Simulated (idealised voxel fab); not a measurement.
The document below concerns the process module designated voxel released beams.
The cross-section shown here is cut; it is 245 nm wide and divided into square cells measuring 5 nm on a side.
When this document writes out a cross-section, it uses a grid of square cells and lists it as bands, beginning at the top and moving down, with a band standing for one or more rows of cells.
Heights first: top, then bottom, in nm. Then materials, left to right, each with a width in nm. "everywhere" on a single material: fills the band edge to edge. "empty": empty space.
For the purposes of this specification, 0 denotes the height below which the wafer in its as-received condition is composed wholly of one material, and the lowermost band, lacking a lower limit, extends downward without end, as expressed in "0..down".
A width such as "30 to 40" changes by the same amount from each row of cells to the next, from the band's top row to its bottom row.
Key: "stayed the same" - step with no changed cell in the cross-section.
Empty spaces without an open route to the top, at least 8 cells in extent, make up the entry "Catalogued sealed voids"; each is given as width x height at distance, where the distance is measured from the left edge, and all are in nm.
Formally, on a step line, whatever follows the settings is a remark that the simulator itself makes on the step.
A step's line can hold "overlay nm"; with a mask on that step, the setting says how far right of the planned place the mask lay, while a negative setting says it lay to the left.

**Process steps (planned)**
1. RECEIVE, material Si
2. CONFORMAL_DEP, material Al2O3, thk nm 10
3. DIRECTIONAL_DEP, material SiO2, thk nm 15
4. PATTERN, tone open, mask id ANCHOR, material resist, width nm 35, thk nm 15, overlay nm 0
5. DIRECTIONAL_ETCH, etch materials SiO2, depth nm 15
6. STRIP, etch materials resist
7. CONFORMAL_DEP, material SiN, thk nm 10
8. PATTERN, tone cover, mask id BEAM, material resist, width nm 95, thk nm 20, overlay nm 0
9. DIRECTIONAL_ETCH, etch materials SiN, depth nm 10
10. STRIP, etch materials resist
11. STRIP, etch materials SiO2

**Shown in cross-section is the wafer as received, that is, as it stands after step 1**
- 0..down  Si everywhere
- Catalogued sealed voids: none

**First of two wafers: cross-section at end of module, run per plan**
- 35..25  empty 70 nm | SiN 15 nm | empty 15 nm | SiN 65 nm | empty 80 nm
- 25..20  empty 75 nm | SiN 10 nm | empty 15 nm | SiN 10 nm | empty 135 nm
- 20..10  empty 75 nm | SiN 35 nm | empty 135 nm
- 10..0  Al2O3 everywhere
- 0..down  Si everywhere
- Catalogued sealed voids: none

**This is the second of the two wafers, cross-sectioned at the end of the module; it started exactly like the first and was given the same plan, but it was run with one mistake**
- 35..25  empty 70 nm | SiN 15 nm | empty 15 nm | SiN 70 nm | empty 75 nm
- 25..20  empty 75 nm | SiN 10 nm | empty 15 nm | SiN 10 nm | empty 135 nm
- 20..10  empty 75 nm | SiN 35 nm | empty 135 nm
- 10..0  Al2O3 everywhere
- 0..down  Si everywhere
- Catalogued sealed voids: none
Plan not followed: step 8: run off-plan, actual operation and settings PATTERN, tone cover, mask id BEAM, material resist, width nm 100, thk nm 20, overlay nm 0
At the finish, the second wafer shows more or fewer cells for some materials than the first does: +2 SiN
